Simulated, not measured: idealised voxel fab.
A process module follows: voxel air gaps.
Square cells of 5 nm make up the cross-section cut, whose width is 250 nm.
In what follows, cross-sections appear as grids of square cells, described through bands that run from the top down, where every band is one or more rows of cells.
A band entry consists of two parts. The first gives the height of the band's top and the height of its bottom, in nm. The rest lists the band's materials from left to right, each with its width in nm. A single material labelled with the word "full width" fills the band from edge to edge, and the word "blank" marks empty space.
Height 0 is the level under which the wafer as received is all one material. The lowest band goes on downwards, as in "0 down".
The notation "30->40" denotes a width that varies across the rows of cells in the band, beginning at the first number in the top row, finishing at the second number in the bottom row, and changing by an identical amount from each row to the next.
Step marked "all unchanged"? Then no cell in the cross-section changed in it.
Entry "Closed empty spaces". Content: empty spaces with no open connection to the top, size 8 cells or greater. Each: width x height at distance. Distance: from left edge. Unit: nm.
On each step's line, the part that comes after the settings is the simulator's own comment on the step.
A step's line can hold "overlay nm"; with a mask on that step, the setting says how far right of the planned place the mask lay, while a negative setting says it lay to the left.

[plan]
1 RECEIVE: material Si
2 CONFORMAL_DEP: material SiO2, thk nm 10
3 CONFORMAL_DEP: material SiN, thk nm 5
4 DIRECTIONAL_DEP: material SiO2, thk nm 30
5 PATTERN: tone open, mask id LINES, material resist, width nm 25, pitch nm 55, thk nm 20, overlay nm 0
6 DIRECTIONAL_ETCH: etch materials SiO2, depth nm 30
7 STRIP: etch materials resist
8 CONFORMAL_DEP: material TiN, thk nm 5
9 FILL_DEP: material W, thk nm 5
10 CMP: height nm 45
11 EPI: material Ru, thk nm 10
12 SELECTIVE_ETCH: etch materials SiO2, depth nm 40
13 CONFORMAL_DEP: material SiCN, thk nm 5

[Concerning the first of two wafers, which was run in accordance with the plan]

[As received (post step 1): cross-section]
- 0 down: Si full width
- Closed empty spaces: none

[How the wafer stands in section after step 2]
- 10 to 0: SiO2 full width
- Below 0, the layers are the same as they were.

[How the wafer stands in section after step 3]
- 15 to 10: SiN full width
- Below 10, the layers are the same as they were.

[How the wafer stands in section after step 4]
- 45 to 15: SiO2 full width
- Below 15, the layers are the same as they were.

[How the wafer stands in section after step 5]
- 65 to 45: resist 30 / blank 25 / resist 30 / blank 25 / resist 30 / blank 25 / resist 30 / blank 25 / resist 30
- Below 45, the layers are the same as they were.

[How the wafer stands in section after step 6]
- 65 to 45: resist 30 / blank 25 / resist 30 / blank 25 / resist 30 / blank 25 / resist 30 / blank 25 / resist 30
- 45 to 15: SiO2 30 / blank 25 / SiO2 30 / blank 25 / SiO2 30 / blank 25 / SiO2 30 / blank 25 / SiO2 30
- Below 15, the layers are the same as they were.

[How the wafer stands in section after step 7]
- 45 to 15: SiO2 30 / blank 25 / SiO2 30 / blank 25 / SiO2 30 / blank 25 / SiO2 30 / blank 25 / SiO2 30
- Below 15, the layers are the same as they were.

[How the wafer stands in section after step 8]
- 50 to 45: TiN 35 / blank 15 / TiN 40 / blank 15 / TiN 40 / blank 15 / TiN 40 / blank 15 / TiN 35
- 45 to 20: SiO2 30 / TiN 5 / blank 15 / TiN 5 / SiO2 30 / TiN 5 / blank 15 / TiN 5 / SiO2 30 / TiN 5 / blank 15 / TiN 5 / SiO2 30 / TiN 5 / blank 15 / TiN 5 / SiO2 30
- 20 to 15: SiO2 30 / TiN 25 / SiO2 30 / TiN 25 / SiO2 30 / TiN 25 / SiO2 30 / TiN 25 / SiO2 30
- Below 15, the layers are the same as they were.

[How the wafer stands in section after step 9]
- 55 to 50: W full width
- 50 to 45: TiN 35 / W 15 / TiN 40 / W 15 / TiN 40 / W 15 / TiN 40 / W 15 / TiN 35
- 45 to 20: SiO2 30 / TiN 5 / W 15 / TiN 5 / SiO2 30 / TiN 5 / W 15 / TiN 5 / SiO2 30 / TiN 5 / W 15 / TiN 5 / SiO2 30 / TiN 5 / W 15 / TiN 5 / SiO2 30
- Below 20, the layers are the same as they were.

[How the wafer stands in section after step 10]
- 45 to 20: SiO2 30 / TiN 5 / W 15 / TiN 5 / SiO2 30 / TiN 5 / W 15 / TiN 5 / SiO2 30 / TiN 5 / W 15 / TiN 5 / SiO2 30 / TiN 5 / W 15 / TiN 5 / SiO2 30
- Below 20, the layers are the same as they were.

[How the wafer stands in section after step 11]
- 55 to 45: blank 20 / Ru 45 / blank 10 / Ru 45 / blank 10 / Ru 45 / blank 10 / Ru 45 / blank 20
- Below 45, the layers are the same as they were.

[How the wafer stands in section after step 12]
- 55 to 45: blank 20 / Ru 45 / blank 10 / Ru 45 / blank 10 / Ru 45 / blank 10 / Ru 45 / blank 20
- 45 to 20: blank 30 / TiN 5 / W 15 / TiN 5 / blank 30 / TiN 5 / W 15 / TiN 5 / blank 30 / TiN 5 / W 15 / TiN 5 / blank 30 / TiN 5 / W 15 / TiN 5 / blank 30
- 20 to 15: blank 30 / TiN 25 / blank 30 / TiN 25 / blank 30 / TiN 25 / blank 30 / TiN 25 / blank 30
- Below 15, the layers are the same as they were.

[How the wafer stands in section after step 13]
- 60 to 55: blank 15 / SiCN 220 / blank 15
- 55 to 45: blank 15 / SiCN 5 / Ru 45 / SiCN 10 / Ru 45 / SiCN 10 / Ru 45 / SiCN 10 / Ru 45 / SiCN 5 / blank 15
- 45 to 40: blank 15 / SiCN 15 / TiN 5 / W 15 / TiN 5 / SiCN 30 / TiN 5 / W 15 / TiN 5 / SiCN 30 / TiN 5 / W 15 / TiN 5 / SiCN 30 / TiN 5 / W 15 / TiN 5 / SiCN 15 / blank 15
- 40 to 20: blank 25 / SiCN 5 / TiN 5 / W 15 / TiN 5 / SiCN 5 / blank 20 / SiCN 5 / TiN 5 / W 15 / TiN 5 / SiCN 5 / blank 20 / SiCN 5 / TiN 5 / W 15 / TiN 5 / SiCN 5 / blank 20 / SiCN 5 / TiN 5 / W 15 / TiN 5 / SiCN 5 / blank 25
- 20 to 15: SiCN 30 / TiN 25 / SiCN 30 / TiN 25 / SiCN 30 / TiN 25 / SiCN 30 / TiN 25 / SiCN 30
- Below 15, the layers are the same as they were.
- Closed empty spaces: 20 x 20 at 60; 20 x 20 at 115; 20 x 20 at 170

[second wafer: like start, like plan, one mistake. Through step 4 it matches the first wafer]

[Second wafer, sectioned view, at step 5's planned end time]
- 65 to 45: blank 30 / resist 25 / blank 30 / resist 25 / blank 30 / resist 25 / blank 30 / resist 25 / blank 30
- Below 45, the layers are the same as they were.

[Second wafer, sectioned view, at step 6's planned end time]
- 65 to 45: blank 30 / resist 25 / blank 30 / resist 25 / blank 30 / resist 25 / blank 30 / resist 25 / blank 30
- 45 to 15: blank 30 / SiO2 25 / blank 30 / SiO2 25 / blank 30 / SiO2 25 / blank 30 / SiO2 25 / blank 30
- Below 15, the layers are the same as they were.

[Second wafer, sectioned view, at step 7's planned end time]
- 45 to 15: blank 30 / SiO2 25 / blank 30 / SiO2 25 / blank 30 / SiO2 25 / blank 30 / SiO2 25 / blank 30
- Below 15, the layers are the same as they were.

[Second wafer, sectioned view, at step 8's planned end time]
- 50 to 45: blank 25 / TiN 35 / blank 20 / TiN 35 / blank 20 / TiN 35 / blank 20 / TiN 35 / blank 25
- 45 to 20: blank 25 / TiN 5 / SiO2 25 / TiN 5 / blank 20 / TiN 5 / SiO2 25 / TiN 5 / blank 20 / TiN 5 / SiO2 25 / TiN 5 / blank 20 / TiN 5 / SiO2 25 / TiN 5 / blank 25
- 20 to 15: TiN 30 / SiO2 25 / TiN 30 / SiO2 25 / TiN 30 / SiO2 25 / TiN 30 / SiO2 25 / TiN 30
- Below 15, the layers are the same as they were.

[Second wafer, sectioned view, at step 9's planned end time]
- 55 to 50: W full width
- 50 to 45: W 25 / TiN 35 / W 20 / TiN 35 / W 20 / TiN 35 / W 20 / TiN 35 / W 25
- 45 to 20: W 25 / TiN 5 / SiO2 25 / TiN 5 / W 20 / TiN 5 / SiO2 25 / TiN 5 / W 20 / TiN 5 / SiO2 25 / TiN 5 / W 20 / TiN 5 / SiO2 25 / TiN 5 / W 25
- Below 20, the layers are the same as they were.

[Second wafer, sectioned view, at step 10's planned end time]
- 45 to 20: W 25 / TiN 5 / SiO2 25 / TiN 5 / W 20 / TiN 5 / SiO2 25 / TiN 5 / W 20 / TiN 5 / SiO2 25 / TiN 5 / W 20 / TiN 5 / SiO2 25 / TiN 5 / W 25
- Below 20, the layers are the same as they were.

[Second wafer, sectioned view, at step 11's planned end time]
- 55 to 45: Ru 40 / blank 5 / Ru 50 / blank 5 / Ru 50 / blank 5 / Ru 50 / blank 5 / Ru 40
- Below 45, the layers are the same as they were.

[Second wafer, sectioned view, at step 12's planned end time]
- 55 to 45: Ru 40 / blank 5 / Ru 50 / blank 5 / Ru 50 / blank 5 / Ru 50 / blank 5 / Ru 40
- 45 to 20: W 25 / TiN 5 / blank 25 / TiN 5 / W 20 / TiN 5 / blank 25 / TiN 5 / W 20 / TiN 5 / blank 25 / TiN 5 / W 20 / TiN 5 / blank 25 / TiN 5 / W 25
- 20 to 15: TiN 30 / blank 25 / TiN 30 / blank 25 / TiN 30 / blank 25 / TiN 30 / blank 25 / TiN 30
- Below 15, the layers are the same as they were.

[Second wafer, sectioned view, at step 13's planned end time]
- 60 to 55: SiCN full width
- 55 to 45: Ru 40 / SiCN 5 / Ru 50 / SiCN 5 / Ru 50 / SiCN 5 / Ru 50 / SiCN 5 / Ru 40
- 45 to 40: W 25 / TiN 5 / SiCN 25 / TiN 5 / W 20 / TiN 5 / SiCN 25 / TiN 5 / W 20 / TiN 5 / SiCN 25 / TiN 5 / W 20 / TiN 5 / SiCN 25 / TiN 5 / W 25
- 40 to 20: W 25 / TiN 5 / SiCN 5 / blank 15 / SiCN 5 / TiN 5 / W 20 / TiN 5 / SiCN 5 / blank 15 / SiCN 5 / TiN 5 / W 20 / TiN 5 / SiCN 5 / blank 15 / SiCN 5 / TiN 5 / W 20 / TiN 5 / SiCN 5 / blank 15 / SiCN 5 / TiN 5 / W 25
- 20 to 15: TiN 30 / SiCN 25 / TiN 30 / SiCN 25 / TiN 30 / SiCN 25 / TiN 30 / SiCN 25 / TiN 30
- Below 15, the layers are the same as they were.
- Closed empty spaces: 15 x 20 at 35; 15 x 20 at 90; 15 x 20 at 145; 15 x 20 at 200
Finding, execution versus plan: step 5: run off-plan, actual operation and settings PATTERN: tone cover, mask id LINES, material resist, width nm 25, pitch nm 55, thk nm 20, overlay nm 0
End of process, cell counts, second wafer against first, materials with more or fewer: +20 Ru, -16 SiCN, +10 TiN, +50 W
The closed voids present at the end amount to 3 for the first wafer and 4 for the second wafer.
